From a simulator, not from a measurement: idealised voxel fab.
Proc. module: voxel double patterning
Square cells of 5 nm make up the cross-section cut, whose width is 210 nm.
Throughout this document, each cross-section is represented as a grid of square cells and is presented as a sequence of bands enumerated from the top downward, where a band comprises one or more rows of cells.
For a band, the entry starts with two heights in nm, that of the top and then that of the bottom, and carries on with the band's materials in order from left to right, each alongside its width in nm; the word "throughout" beside a single material means it fills the band edge to edge, and "blank" means empty space.
Height reference: 0 = level under which incoming wafer is all one material. Lowest band: no bottom, runs on downward, e.g. "z 0 and below".
The notation "30..40" denotes a width that varies across the rows of cells in the band, beginning at the first number in the top row, finishing at the second number in the bottom row, and changing by an identical amount from each row to the next.
"all unchanged" for a step: no cell of the cross-section changed in that step.
The entry "closed voids" lists the empty spaces that cover at least 8 cells and have no open path to the top. Each is written as width x height at distance, where the distance is measured from the left edge and all three values are in nm.
Past the settings on a step's line: simulator remark, on that step.
A step's line can hold "overlay nm"; with a mask on that step, the setting says how far right of the planned place the mask lay, while a negative setting says it lay to the left.

## Planned process steps
- 1: RECEIVE,material Si
- 2: CONFORMAL_DEP,material SiO2,thk nm 10
- 3: DIRECTIONAL_DEP,material polySi,thk nm 10
- 4: DIRECTIONAL_DEP,material SiCN,thk nm 5
- 5: DIRECTIONAL_DEP,material aC,thk nm 10
- 6: PATTERN,tone open,mask id FIRST,material resist,width nm 15,pitch nm 50,thk nm 30,overlay nm 0
- 7: DIRECTIONAL_ETCH,etch materials aC,depth nm 10
- 8: STRIP,etch materials resist
- 9: DIRECTIONAL_ETCH,etch materials SiCN,depth nm 5
- 10: STRIP,etch materials aC
- 11: MASKED_ETCH,tone open,mask id SECOND,width nm 15,pitch nm 50,etch materials SiCN,depth nm 5,overlay nm 0
- 12: DIRECTIONAL_ETCH,etch materials polySi,depth nm 10
- 13: STRIP,etch materials SiCN

## As-received wafer cross-section (after step 1)
- z 0 and below = Si throughout
- closed voids: none

## Run as planned - first of the two wafers cross-sectioned at the end of the module
- z 20 to 10 = polySi 45, blank 15, polySi 10, blank 15, polySi 10, blank 15, polySi 10, blank 15, polySi 10, blank 15, polySi 50
- z 10 to 0 = SiO2 throughout
- z 0 and below = Si throughout
- closed voids: none

## This is the second of the two wafers, cross-sectioned at the end of the module; it started exactly like the first and was given the same plan, but it was run with one mistake
- z 10 to 0 = polySi 45, blank 15, polySi 10, blank 15, polySi 10, blank 15, polySi 10, blank 15, polySi 10, blank 15, polySi 50
- z 0 and below = Si throughout
- closed voids: none
In executing the process, a mistake was made relative to the plan: with respect to the plan, step 2 was omitted and not executed
Materials where the second wafer ends with more or fewer cells than the first: SiO2: 84 fewer
